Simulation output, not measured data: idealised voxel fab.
Presented below is a process module, voxel air gaps.
FYI the section here is cut, 280 nm wide, cells are 5 nm squares.
Heads up, the way a cross-section reads in here is a grid of square cells, handed over as bands from the top down, with every band being one or more rows of cells. Top height, bottom height, nm. Materials left to right, width each, nm. Single material + "all across" = fills band edge to edge. "empty" = empty. Below 0: as-received wafer, all one material; heights counted from there. Lowest band: no bottom, goes on down, written "0..down". Think of "30 to 40" as a width that walks from the first number to the second as you go down the band, top row to bottom row, taking equal-sized steps from row to row. For the purposes of this document, the phrase "left unchanged" attached to a step denotes that no cell within the cross-section was modified by that step. Entry "Sealed-off cavities" = empty spaces >= 8 cells with no open way to the top; each as width x height at distance, distance from left edge, all nm. Formally, on a step line, whatever follows the settings is a remark that the simulator itself makes on the step. The "overlay nm" setting may appear on a step's line; for a step that uses a mask, it gives how far to the right of its planned position the mask lay, and a negative value indicates the left.
## Process steps foreseen in the plan
step 1: op RECEIVE | material Si
step 2: op CONFORMAL_DEP | material SiO2 | thk nm 15
step 3: op CONFORMAL_DEP | material SiCN | thk nm 5
step 4: op DIRECTIONAL_DEP | material lowk | thk nm 30
step 5: op DIRECTIONAL_DEP | material aC | thk nm 15
step 6: op PATTERN | tone open | mask id LINES | material resist | width nm 20 | pitch nm 50 | thk nm 30 | overlay nm 0
step 7: op DIRECTIONAL_ETCH | etch materials aC | depth nm 15
step 8: op STRIP | etch materials resist
step 9: op DIRECTIONAL_ETCH | etch materials lowk | depth nm 30
step 10: op STRIP | etch materials aC
step 11: op CONFORMAL_DEP | material TiN | thk nm 5
step 12: op FILL_DEP | material Cu | thk nm 5
step 13: op CMP | height nm 50
step 14: op EPI | material Ru | thk nm 10
step 15: op SELECTIVE_ETCH | etch materials lowk | depth nm 40
step 16: op CONFORMAL_DEP | material SiCN | thk nm 5
## Cross-section of the wafer as it came to us, i.e., already through step 1
* 0..down = Si all across
* Sealed-off cavities: none
## The first of two wafers, cross-sectioned at the end of the module, with the run proceeding as planned
* 65..60 = empty 40; SiCN 200; empty 40
* 60..50 = empty 40; SiCN 5; Ru 40; SiCN 10; Ru 40; SiCN 10; Ru 40; SiCN 10; Ru 40; SiCN 5; empty 40
* 50..45 = empty 40; SiCN 15; TiN 5; Cu 10; TiN 5; SiCN 30; TiN 5; Cu 10; TiN 5; SiCN 30; TiN 5; Cu 10; TiN 5; SiCN 30; TiN 5; Cu 10; TiN 5; SiCN 15; empty 40
* 45..25 = empty 50; SiCN 5; TiN 5; Cu 10; TiN 5; SiCN 5; empty 20; SiCN 5; TiN 5; Cu 10; TiN 5; SiCN 5; empty 20; SiCN 5; TiN 5; Cu 10; TiN 5; SiCN 5; empty 20; SiCN 5; TiN 5; Cu 10; TiN 5; SiCN 5; empty 50
* 25..20 = SiCN 55; TiN 20; SiCN 30; TiN 20; SiCN 30; TiN 20; SiCN 30; TiN 20; SiCN 55
* 20..15 = SiCN all across
* 15..0 = SiO2 all across
* 0..down = Si all across
* Sealed-off cavities: 20 x 20 at 80; 20 x 20 at 130; 20 x 20 at 180
## End-of-module cross-section of the second wafer: identical starting point and process plan to the first, with one processing mistake
* 65..60 = empty 50; SiCN 200; empty 30
* 60..50 = empty 50; SiCN 5; Ru 40; SiCN 10; Ru 40; SiCN 10; Ru 40; SiCN 10; Ru 40; SiCN 5; empty 30
* 50..45 = empty 50; SiCN 15; TiN 5; Cu 10; TiN 5; SiCN 30; TiN 5; Cu 10; TiN 5; SiCN 30; TiN 5; Cu 10; TiN 5; SiCN 30; TiN 5; Cu 10; TiN 5; SiCN 15; empty 30
* 45..25 = empty 60; SiCN 5; TiN 5; Cu 10; TiN 5; SiCN 5; empty 20; SiCN 5; TiN 5; Cu 10; TiN 5; SiCN 5; empty 20; SiCN 5; TiN 5; Cu 10; TiN 5; SiCN 5; empty 20; SiCN 5; TiN 5; Cu 10; TiN 5; SiCN 5; empty 40
* 25..20 = SiCN 65; TiN 20; SiCN 30; TiN 20; SiCN 30; TiN 20; SiCN 30; TiN 20; SiCN 45
* 20..15 = SiCN all across
* 15..0 = SiO2 all across
* 0..down = Si all across
* Sealed-off cavities: 20 x 20 at 90; 20 x 20 at 140; 20 x 20 at 190
What was done differently from what was planned? rather than as planned, step 6 actually ran as op PATTERN | tone open | mask id LINES | material resist | width nm 20 | pitch nm 50 | thk nm 30 | overlay nm 10
End check, second vs first wafer: material counts in cells match, positions do not.
